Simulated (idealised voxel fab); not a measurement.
voxel ribs on slabs: a process module
Square cells of 5 nm make up the cross-section cut, whose width is 215 nm.
The cross-sections in this document take the form of a grid made of square cells. They are written out as bands, in order from top to bottom. Each band consists of one or more rows of cells.
Read a band's entry like this: the first values are the height of its top and the height of its bottom in nm, and what follows is the sequence of materials from left to right, each with its width in nm. Note that "blank" is empty space, and that a single material marked "full width" reaches across the band from edge to edge.
Below 0: as-received wafer, all one material; heights counted from there. Lowest band: no bottom, goes on down, written "from 0 down".
Note: "30..40" means the width goes from the first number (top row of the band) to the second number (bottom row) in equal steps per row of cells.
Where a step carries "remained unchanged", the cross-section came out of it unchanged, cell for cell.
So "Enclosed void catalog" is basically the list of trapped voids: any empty space of 8 cells or more that can't reach the top through an opening. They're written width x height at distance, the distance being from the left edge, and it's all nm.
Note: text after step settings on the step line = simulator remark on that step.
What "overlay nm" on a step's line means: if the step has a mask, that mask lay this far to the right of its planned place, or, when the value is negative, to the left.
[The process steps that were planned are listed below]
step 1: RECEIVE, material Si
step 2: DIRECTIONAL_DEP, material SiO2, thk nm 30
step 3: DIRECTIONAL_DEP, material polySi, thk nm 25
step 4: DIRECTIONAL_DEP, material aC, thk nm 15
step 5: PATTERN, tone cover, mask id RIB, material resist, width nm 15, thk nm 35, overlay nm 0
step 6: DIRECTIONAL_ETCH, etch materials aC, depth nm 15
step 7: STRIP, etch materials resist
step 8: DIRECTIONAL_ETCH, etch materials polySi, depth nm 20
step 9: STRIP, etch materials aC
step 10: DIRECTIONAL_DEP, material aC, thk nm 10
step 11: PATTERN, tone cover, mask id SLAB, material resist, width nm 55, thk nm 30, overlay nm 0
step 12: DIRECTIONAL_ETCH, etch materials aC, depth nm 10
step 13: STRIP, etch materials resist
step 14: DIRECTIONAL_ETCH, etch materials polySi, depth nm 5
step 15: STRIP, etch materials aC
step 16: FILL_DEP, material SiO2, thk nm 25
step 17: CMP, height nm 70
step 18: DIRECTIONAL_DEP, material W, thk nm 5
step 19: MASKED_ETCH, tone cover, mask id HEATER, width nm 25, etch materials W, depth nm 5, overlay nm 0
step 20: CONFORMAL_DEP, material SiN, thk nm 5
[first wafer, as planned]
[Step 1 complete: cross-section of the wafer as received]
> from 0 down | Si full width
> Enclosed void catalog: none
[After step 2: wafer cross-section]
> from 30 to 0 | SiO2 full width
> Note: structure below 0 unchanged.
[After step 3: wafer cross-section]
> from 55 to 30 | polySi full width
> Note: structure below 30 unchanged.
[After step 4: wafer cross-section]
> from 70 to 55 | aC full width
> Note: structure below 55 unchanged.
[After step 5: wafer cross-section]
> from 105 to 70 | 100 blank  15 resist  100 blank
> Note: structure below 70 unchanged.
[After step 6: wafer cross-section]
> from 90 to 70 | 100 blank  15 resist  100 blank
> from 70 to 55 | 100 blank  15 aC  100 blank
> Note: structure below 55 unchanged.
[After step 7: wafer cross-section]
> from 70 to 55 | 100 blank  15 aC  100 blank
> Note: structure below 55 unchanged.
[After step 8: wafer cross-section]
> from 70 to 55 | 100 blank  15 aC  100 blank
> from 55 to 35 | 100 blank  15 polySi  100 blank
> Note: structure below 35 unchanged.
[After step 9: wafer cross-section]
> from 55 to 35 | 100 blank  15 polySi  100 blank
> Note: structure below 35 unchanged.
[After step 10: wafer cross-section]
> from 65 to 55 | 100 blank  15 aC  100 blank
> from 55 to 45 | 100 blank  15 polySi  100 blank
> from 45 to 35 | 100 aC  15 polySi  100 aC
> Note: structure below 35 unchanged.
[After step 11: wafer cross-section]
> from 95 to 65 | 80 blank  55 resist  80 blank
> from 65 to 55 | 80 blank  20 resist  15 aC  20 resist  80 blank
> from 55 to 45 | 80 blank  20 resist  15 polySi  20 resist  80 blank
> Note: structure below 45 unchanged.
[After step 12: wafer cross-section]
> from 85 to 65 | 80 blank  55 resist  80 blank
> from 65 to 55 | 80 blank  20 resist  15 aC  20 resist  80 blank
> from 55 to 45 | 80 blank  20 resist  15 polySi  20 resist  80 blank
> from 45 to 35 | 80 blank  20 aC  15 polySi  20 aC  80 blank
> Note: structure below 35 unchanged.
[After step 13: wafer cross-section]
> from 65 to 55 | 100 blank  15 aC  100 blank
> from 55 to 45 | 100 blank  15 polySi  100 blank
> Note: structure below 45 unchanged.
[After step 14: wafer cross-section]
> from 65 to 55 | 100 blank  15 aC  100 blank
> from 55 to 45 | 100 blank  15 polySi  100 blank
> from 45 to 35 | 80 blank  20 aC  15 polySi  20 aC  80 blank
> from 35 to 30 | 80 blank  55 polySi  80 blank
> Note: structure below 30 unchanged.
[After step 15: wafer cross-section]
> from 55 to 35 | 100 blank  15 polySi  100 blank
> Note: structure below 35 unchanged.
[After step 16: wafer cross-section]
> from 80 to 55 | SiO2 full width
> from 55 to 35 | 100 SiO2  15 polySi  100 SiO2
> from 35 to 30 | 80 SiO2  55 polySi  80 SiO2
> Note: structure below 30 unchanged.
[After step 17: wafer cross-section]
> from 70 to 55 | SiO2 full width
> Note: structure below 55 unchanged.
[After step 18: wafer cross-section]
> from 75 to 70 | W full width
> Note: structure below 70 unchanged.
[After step 19: wafer cross-section]
> from 75 to 70 | 95 blank  25 W  95 blank
> Note: structure below 70 unchanged.
[After step 20: wafer cross-section]
> from 80 to 75 | 90 blank  35 SiN  90 blank
> from 75 to 70 | 95 SiN  25 W  95 SiN
> Note: structure below 70 unchanged.
[For the second wafer, take the first wafer's start and plan, then add one mistake made in running it; everything through step 4, that step included, is shared with the first]
[Second wafer, section view, time point: scheduled end of step 5]
> from 105 to 70 | 95 blank  15 resist  105 blank
> Note: structure below 70 unchanged.
[Second wafer, section view, time point: scheduled end of step 6]
> from 90 to 70 | 95 blank  15 resist  105 blank
> from 70 to 55 | 95 blank  15 aC  105 blank
> Note: structure below 55 unchanged.
[Second wafer, section view, time point: scheduled end of step 7]
> from 70 to 55 | 95 blank  15 aC  105 blank
> Note: structure below 55 unchanged.
[Second wafer, section view, time point: scheduled end of step 8]
> from 70 to 55 | 95 blank  15 aC  105 blank
> from 55 to 35 | 95 blank  15 polySi  105 blank
> Note: structure below 35 unchanged.
[Second wafer, section view, time point: scheduled end of step 9]
> from 55 to 35 | 95 blank  15 polySi  105 blank
> Note: structure below 35 unchanged.
[Second wafer, section view, time point: scheduled end of step 10]
> from 65 to 55 | 95 blank  15 aC  105 blank
> from 55 to 45 | 95 blank  15 polySi  105 blank
> from 45 to 35 | 95 aC  15 polySi  105 aC
> Note: structure below 35 unchanged.
[Second wafer, section view, time point: scheduled end of step 11]
> from 95 to 65 | 80 blank  55 resist  80 blank
> from 65 to 55 | 80 blank  15 resist  15 aC  25 resist  80 blank
> from 55 to 45 | 80 blank  15 resist  15 polySi  25 resist  80 blank
> Note: structure below 45 unchanged.
[Second wafer, section view, time point: scheduled end of step 12]
> from 85 to 65 | 80 blank  55 resist  80 blank
> from 65 to 55 | 80 blank  15 resist  15 aC  25 resist  80 blank
> from 55 to 45 | 80 blank  15 resist  15 polySi  25 resist  80 blank
> from 45 to 35 | 80 blank  15 aC  15 polySi  25 aC  80 blank
> Note: structure below 35 unchanged.
[Second wafer, section view, time point: scheduled end of step 13]
> from 65 to 55 | 95 blank  15 aC  105 blank
> from 55 to 45 | 95 blank  15 polySi  105 blank
> Note: structure below 45 unchanged.
[Second wafer, section view, time point: scheduled end of step 14]
> from 65 to 55 | 95 blank  15 aC  105 blank
> from 55 to 45 | 95 blank  15 polySi  105 blank
> from 45 to 35 | 80 blank  15 aC  15 polySi  25 aC  80 blank
> from 35 to 30 | 80 blank  55 polySi  80 blank
> Note: structure below 30 unchanged.
[Second wafer, section view, time point: scheduled end of step 15]
> from 55 to 35 | 95 blank  15 polySi  105 blank
> Note: structure below 35 unchanged.
[Second wafer, section view, time point: scheduled end of step 16]
> from 80 to 55 | SiO2 full width
> from 55 to 35 | 95 SiO2  15 polySi  105 SiO2
> from 35 to 30 | 80 SiO2  55 polySi  80 SiO2
> Note: structure below 30 unchanged.
[Second wafer, section view, time point: scheduled end of step 17]
> from 70 to 55 | SiO2 full width
> Note: structure below 55 unchanged.
[Second wafer, section view, time point: scheduled end of step 18]
> from 75 to 70 | W full width
> Note: structure below 70 unchanged.
[Second wafer, section view, time point: scheduled end of step 19]
> from 75 to 70 | 95 blank  25 W  95 blank
> Note: structure below 70 unchanged.
[Second wafer, section view, time point: scheduled end of step 20]
> from 80 to 75 | 90 blank  35 SiN  90 blank
> from 75 to 70 | 95 SiN  25 W  95 SiN
> Note: structure below 70 unchanged.
what went wrong: step 5: run off-plan, actual operation and settings PATTERN, tone cover, mask id RIB, material resist, width nm 15, thk nm 35, overlay nm -5
In the final comparison it is observed that the number of cells assigned to each material is identical for the two wafers, whereas their placement is not.
